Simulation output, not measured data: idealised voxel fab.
process module | voxel gate over fins
cross-section cut | 235 nm wide | cells 5 nm
A cross-section is a grid of square cells, given in bands from the top down. A band is one or more rows of cells.
Each band's line starts with the height of the band's top and of its bottom, in nm. Then come its materials from left to right, each with its width in nm. One material with "throughout" fills the band from edge to edge. "air" is empty space.
Height 0 is the level under which the wafer as received is all one material. The lowest band goes on downwards, as in "0 down".
A width such as "30 to 40" changes by the same amount from each row of cells to the next, from the band's top row to its bottom row.
"no change" after a step means that no cell of the cross-section changed.
closed voids: empty space of 8 cells or more with no open way to the top, each as width x height at its distance from the left edge, in nm
after a step's settings: what the simulator itself notes on the step
overlay nm, on a step with a mask: how far to the right of its planned place the mask lay; to the left if negative
plan
1 op RECEIVE | material Si
2 op CONFORMAL_DEP | material SiN | thk nm 5
3 op PATTERN | tone cover | mask id FINS | material resist | width nm 15 | pitch nm 40 | thk nm 15 | overlay nm 0
4 op DIRECTIONAL_ETCH | etch materials SiN | depth nm 5
5 op DIRECTIONAL_ETCH | etch materials Si | depth nm 35
6 op STRIP | etch materials resist
7 op OXIDIZE | depth nm 5
8 op FILL_DEP | material SiO2 | thk nm 10
9 op CMP | height nm 5
10 op SELECTIVE_ETCH | etch materials SiO2 | depth nm 15
11 op STRIP | etch materials SiN
12 op CONFORMAL_DEP | material HfO2 | thk nm 5
13 op CONFORMAL_DEP | material TiN | thk nm 5
14 op CONFORMAL_DEP | material TiAl | thk nm 5
15 op CONFORMAL_DEP | material TiN | thk nm 5
16 op FILL_DEP | material W | thk nm 10
17 op CMP | height nm 25
18 op CONFORMAL_DEP | material SiCN | thk nm 5
as received, after step 1
  0 down: Si throughout
  closed voids: none
a wafer at the end: this start, this plan, one mistake
  30 to 25: SiCN throughout
  25 to 20: W throughout
  20 to 15: TiN throughout
  15 to 10: TiAl throughout
  10 to 5: TiN 95 | TiAl 5 | TiN 35 | TiAl 5 | TiN 95
  5 to 0: HfO2 90 | TiN 5 | TiAl 5 | TiN 5 | HfO2 25 | TiN 5 | TiAl 5 | TiN 5 | HfO2 90
  0 to -5: Si 85 | HfO2 5 | TiN 15 | HfO2 5 | Si 15 | HfO2 5 | TiN 15 | HfO2 5 | Si 85
  -5 to -10: Si 85 | HfO2 25 | Si 15 | HfO2 25 | Si 85
  -10 to -40: Si 85 | SiO2 25 | Si 15 | SiO2 25 | Si 85
  -40 down: Si throughout
  closed voids: none
what went wrong: step 3 ran as: op PATTERN | tone open | mask id FINS | material resist | width nm 15 | pitch nm 40 | thk nm 15 | overlay nm 0
